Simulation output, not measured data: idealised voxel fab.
You're looking at the process module voxel local oxidation.
cross-section cut | 255 nm wide | cells 5 nm
Cross-sections here: square-cell grids, written as top-down lists of bands, a band being one or more rows of cells. Look at the band entry: it leads with the top's height and the bottom's height in nm. Then it lists the materials left to right, with a width in nm for each. The word "everywhere" on a single material says that material fills the band edge to edge. The word "air" is empty space. Ref level 0: as-received wafer is one material below here. Bottom band extends down with no lower bound ("0 -> down"). A two-number width, for instance "30 to 40", indicates that the width is equal to the first number in the top row of the band and to the second number in the bottom row, and that it changes by a constant amount per row of cells. It should be understood that the words "remained unchanged", when stated for a given step, signify that the cross-section underwent no change in any of its cells during that step. Enclosed void listing: empty space of 8 cells or more with no open way to the top, each as width x height at its distance from the left edge, in nm. Post-settings text on a step line: simulator's own remark regarding the step. Each step line may optionally specify "overlay nm", which for a step with a mask gives the rightward distance between the mask's planned place and where it lay, a negative value indicating the leftward direction.

Intended process steps
1 RECEIVE [material Si]
2 CONFORMAL_DEP [material SiO2] [thk nm 5]
3 CONFORMAL_DEP [material SiN] [thk nm 10]
4 PATTERN [tone cover] [mask id ACTIVE] [material resist] [width nm 95] [pitch nm 120] [thk nm 20] [overlay nm 0]
5 DIRECTIONAL_ETCH [etch materials SiN] [depth nm 10]
6 STRIP [etch materials resist]
7 SELECTIVE_ETCH [etch materials SiO2] [depth nm 5]
8 OXIDIZE [depth nm 10]
9 STRIP [etch materials SiN]

So this is the incoming wafer in cross-section - it's already been through step 1
    0 -> down: Si everywhere
    Enclosed void listing: none

First of two wafers at the end of the module, shown in cross-section; run carried out as planned
    5 -> 0: air: 25  SiO2: 85  air: 35  SiO2: 85  air: 25
    0 -> -10: SiO2: 35  Si: 65  SiO2: 55  Si: 65  SiO2: 35
    -10 -> down: Si everywhere
    Enclosed void listing: none

Cross-section, second wafer: same start as the first, same plan as the first, one mistake in running it; taken at the end of the module
    15 -> 5: air: 20  SiN: 95  air: 25  SiN: 95  air: 20
    5 -> 0: air: 25  SiO2: 85  air: 35  SiO2: 85  air: 25
    0 -> -10: SiO2: 35  Si: 65  SiO2: 55  Si: 65  SiO2: 35
    -10 -> down: Si everywhere
    Enclosed void listing: none
Which mistake was made when the wafer was run? step 9 of the plan was bypassed and not carried out
Final comparison by cell count, materials where the second wafer has more or fewer than the first: SiN: 76 more
